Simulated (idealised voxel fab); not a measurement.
The process module that follows is named voxel gate over fins.
Shown is cross-section cut, with a width of 250 nm and square cells of size 5 nm.
We lay out every cross-section as a grid of square cells and spell it out in bands from the top down, where one band means one or more rows of cells. The band entry comprises the height of the band's top followed by the height of its bottom, expressed in nm, and subsequently the band's materials from left to right, each stated together with its width in nm. Where a single material is marked with the word "everywhere", that material fills the band from edge to edge. The word "empty" represents empty space. Counting heights begins at 0, where everything beneath is, in the wafer as received, one material. The lowest band has no bottom; it goes on downwards, as "0..down" shows. It should be noted that a width expressed as "30->40" varies in equal increments from row to row of cells within the band, taking the value of the first number at the top row and that of the second number at the bottom row. For the purposes of this document, the phrase "left unchanged" attached to a step denotes that no cell within the cross-section was modified by that step. Empty spaces without an open route to the top, at least 8 cells in extent, make up the entry "Enclosed voids"; each is given as width x height at distance, where the distance is measured from the left edge, and all are in nm. That trailing text on a step's line, after the settings, is the simulator's own remark on the step. The "overlay nm" setting may appear on a step's line; for a step that uses a mask, it gives how far to the right of its planned position the mask lay, and a negative value indicates the left.

[Steps planned for the process]
- 1: RECEIVE (material Si)
- 2: CONFORMAL_DEP (material SiN; thk nm 10)
- 3: DIRECTIONAL_DEP (material aC; thk nm 15)
- 4: PATTERN (tone cover; mask id FINS; material resist; width nm 15; pitch nm 55; thk nm 35; overlay nm 0)
- 5: DIRECTIONAL_ETCH (etch materials aC; depth nm 15)
- 6: STRIP (etch materials resist)
- 7: DIRECTIONAL_ETCH (etch materials SiN; depth nm 10)
- 8: DIRECTIONAL_ETCH (etch materials Si; depth nm 30)
- 9: STRIP (etch materials aC)
- 10: OXIDIZE (depth nm 5)
- 11: FILL_DEP (material SiO2; thk nm 10)
- 12: CMP (height nm 10)
- 13: DIRECTIONAL_DEP (material aC; thk nm 15)
- 14: PATTERN (tone open; mask id RAIL; material resist; width nm 15; thk nm 30; overlay nm 0)
- 15: DIRECTIONAL_ETCH (etch materials aC; depth nm 15)
- 16: STRIP (etch materials resist)
- 17: DIRECTIONAL_ETCH (etch materials SiO2; depth nm 35)
- 18: STRIP (etch materials aC)
- 19: CONFORMAL_DEP (material TiN; thk nm 5)
- 20: FILL_DEP (material Ru; thk nm 5)
- 21: CMP (height nm 10)
- 22: SELECTIVE_ETCH (etch materials W Ru TiN; depth nm 30)
- 23: FILL_DEP (material SiO2; thk nm 5)
- 24: CMP (height nm 10)
- 25: SELECTIVE_ETCH (etch materials SiO2; depth nm 20)
- 26: STRIP (etch materials SiN)
- 27: CONFORMAL_DEP (material HfO2; thk nm 5)
- 28: CONFORMAL_DEP (material TiN; thk nm 5)
- 29: FILL_DEP (material W; thk nm 15)
- 30: CMP (height nm 20)
- 31: CONFORMAL_DEP (material SiN; thk nm 10)

[Received-state cross-section, reflecting completion of step 1]
    0..down = Si everywhere
    Enclosed voids: none

[Result of the module, cross-sectioned: start per above, plan per above, one error in how it was run]
    30..20 = SiN everywhere
    20..10 = W everywhere
    10..5 = W 85, TiN 25, W 30, TiN 25, W 85
    5..0 = W 85, TiN 5, HfO2 15, TiN 5, W 30, TiN 5, HfO2 15, TiN 5, W 85
    0..-5 = TiN 90, HfO2 5, Si 5, HfO2 5, TiN 40, HfO2 5, Si 5, HfO2 5, TiN 90
    -5..-10 = HfO2 95, Si 5, HfO2 50, Si 5, HfO2 95
    -10..-20 = SiO2 95, Si 5, SiO2 50, Si 5, SiO2 95
    -20..-25 = SiO2 95, Si 5, SiO2 10, TiN 25, SiO2 15, Si 5, SiO2 95
    -25..-35 = SiO2 95, Si 5, SiO2 50, Si 5, SiO2 95
    -35..down = Si everywhere
    Enclosed voids: none
What was done differently from what was planned? so step 14 ended up running with a different setting than we planned, it ran as PATTERN (tone open; mask id RAIL; material resist; width nm 25; thk nm 30; overlay nm 0)
